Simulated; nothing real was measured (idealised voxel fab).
The following is a process module called voxel wiring stack.
The cross-section shown here is cut; it is 240 nm wide and divided into square cells measuring 5 nm on a side.
Bands, listed from the top down, are how a cross-section gets written in this document; the cross-section itself is a grid of square cells, and a band is one or more rows of them.
What a band's entry tells you: where the top is and where the bottom is, as heights in nm, and after that what lies inside, material by material from left to right, each with its width in nm. Empty space is written as the word "blank", and a single material marked with the word "throughout" occupies the band from edge to edge.
Heights are expressed relative to 0, this being the level below which the as-received wafer comprises one material exclusively. The lowest band is unbounded in the downward direction and is denoted as in "0..down".
Per-row width for "30 to 40": begins at first number (top row of band), ends at second number (bottom row), increment between rows held constant.
Take "identical to before" at face value: in the step it is given for, the cross-section changed in none of its cells.
"Closed internal cavities" means: voids of 8 cells or more that are shut off from the top with no open way through. Written width x height at distance, distance from the left edge, in nm.
Heads up: the bit after the settings on a step's line is the simulator's remark on that step.
overlay nm: on a step with a mask, how far right of its planned place the mask lay; negative means left.
### The steps planned for the process are as follows
- 1: RECEIVE, material Si
- 2: CONFORMAL_DEP, material SiO2, thk nm 15
- 3: DIRECTIONAL_DEP, material TiN, thk nm 5
- 4: DIRECTIONAL_DEP, material W, thk nm 20
- 5: PATTERN, tone cover, mask id METAL_1, material resist, width nm 25, pitch nm 45, thk nm 15, overlay nm 0
- 6: DIRECTIONAL_ETCH, etch materials W, depth nm 20
- 7: DIRECTIONAL_ETCH, etch materials TiN, depth nm 5
- 8: STRIP, etch materials resist
- 9: FILL_DEP, material SiO2, thk nm 10
- 10: CMP, height nm 40
- 11: CONFORMAL_DEP, material SiCN, thk nm 5
- 12: DIRECTIONAL_DEP, material SiO2, thk nm 25
- 13: MASKED_ETCH, tone open, mask id METAL_2_HOLES, width nm 15, pitch nm 90, etch materials SiO2, depth nm 25, overlay nm 0
- 14: PATTERN, tone open, mask id METAL_2, material resist, width nm 25, pitch nm 45, thk nm 15, overlay nm 0
- 15: DIRECTIONAL_ETCH, etch materials SiO2, depth nm 15
- 16: DIRECTIONAL_ETCH, etch materials SiCN, depth nm 5
- 17: STRIP, etch materials resist
- 18: CONFORMAL_DEP, material TiN, thk nm 5
- 19: FILL_DEP, material Cu, thk nm 10
- 20: CMP, height nm 70
- 21: CONFORMAL_DEP, material SiCN, thk nm 5
- 22: DIRECTIONAL_DEP, material SiO2, thk nm 35
- 23: DIRECTIONAL_DEP, material aC, thk nm 15
- 24: PATTERN, tone open, mask id METAL_3, material resist, width nm 25, pitch nm 45, thk nm 35, overlay nm 0
- 25: DIRECTIONAL_ETCH, etch materials aC, depth nm 15
- 26: STRIP, etch materials resist
- 27: DIRECTIONAL_ETCH, etch materials SiO2, depth nm 20
- 28: STRIP, etch materials aC
- 29: PATTERN, tone open, mask id METAL_3_HOLES, material resist, width nm 15, pitch nm 90, thk nm 20, overlay nm 0
- 30: DIRECTIONAL_ETCH, etch materials SiO2, depth nm 15
- 31: DIRECTIONAL_ETCH, etch materials SiCN, depth nm 5
- 32: STRIP, etch materials resist
- 33: CONFORMAL_DEP, material TiN, thk nm 5
- 34: FILL_DEP, material Ru, thk nm 10
- 35: CMP, height nm 110
- 36: CONFORMAL_DEP, material SiCN, thk nm 5
- 37: DIRECTIONAL_DEP, material SiO2, thk nm 25
- 38: DIRECTIONAL_DEP, material aC, thk nm 15
- 39: PATTERN, tone open, mask id METAL_4, material resist, width nm 25, pitch nm 45, thk nm 30, overlay nm 0
- 40: DIRECTIONAL_ETCH, etch materials aC, depth nm 15
- 41: STRIP, etch materials resist
- 42: DIRECTIONAL_ETCH, etch materials SiO2, depth nm 15
- 43: STRIP, etch materials aC
- 44: PATTERN, tone open, mask id METAL_4_HOLES, material resist, width nm 15, pitch nm 90, thk nm 20, overlay nm 0
- 45: DIRECTIONAL_ETCH, etch materials SiO2, depth nm 10
- 46: DIRECTIONAL_ETCH, etch materials SiCN, depth nm 5
- 47: STRIP, etch materials resist
- 48: CONFORMAL_DEP, material TiN, thk nm 5
- 49: FILL_DEP, material Cu, thk nm 10
- 50: CMP, height nm 140
- 51: CONFORMAL_DEP, material SiN, thk nm 5
### Wafer cross-section on receipt, i.e. after step 1
	0..down | Si throughout
	Closed internal cavities: none
### The module was run from the start shown above using the plan shown above, but one mistake was made doing it; the resulting wafer cross-section is below
	145..140 | SiN throughout
	140..130 | SiO2=60; TiN=5; Cu=15; TiN=5; SiO2=20; TiN=5; Cu=15; TiN=5; SiO2=20; TiN=5; Cu=15; TiN=5; SiO2=65
	130..125 | SiO2=60; TiN=5; Cu=5; TiN=15; SiO2=20; TiN=25; SiO2=20; TiN=5; Cu=5; TiN=15; SiO2=65
	125..115 | SiO2=60; TiN=5; Cu=5; TiN=5; SiO2=75; TiN=5; Cu=5; TiN=5; SiO2=75
	115..110 | SiCN=60; TiN=15; SiCN=75; TiN=15; SiCN=75
	110..95 | SiO2=60; TiN=5; Ru=15; TiN=5; SiO2=20; TiN=5; Ru=15; TiN=5; SiO2=20; TiN=5; Ru=15; TiN=5; SiO2=65
	95..90 | SiO2=60; TiN=5; Ru=5; TiN=15; SiO2=20; TiN=25; SiO2=20; TiN=5; Ru=5; TiN=15; SiO2=65
	90..75 | SiO2=60; TiN=5; Ru=5; TiN=5; SiO2=75; TiN=5; Ru=5; TiN=5; SiO2=75
	75..70 | SiCN=60; TiN=15; SiCN=75; TiN=15; SiCN=75
	70..60 | Cu throughout
	60..55 | Cu=55; TiN=25; Cu=65; TiN=25; Cu=70
	55..50 | Cu=55; TiN=5; SiO2=15; TiN=5; Cu=65; TiN=5; SiO2=15; TiN=5; Cu=70
	50..45 | TiN=60; SiO2=15; TiN=35; Cu=15; TiN=25; SiO2=15; TiN=75
	45..40 | SiCN=75; TiN=10; SiCN=20; TiN=25; SiCN=35; TiN=10; SiCN=65
	40..20 | SiO2=60; W=25; SiO2=20; W=25; SiO2=20; W=25; SiO2=65
	20..15 | SiO2=60; TiN=25; SiO2=20; TiN=25; SiO2=20; TiN=25; SiO2=65
	15..0 | SiO2 throughout
	0..down | Si throughout
	Closed internal cavities: none
what went wrong: step 13 off recipe, ran as MASKED_ETCH, tone cover, mask id METAL_2_HOLES, width nm 15, pitch nm 90, etch materials SiO2, depth nm 25, overlay nm 0
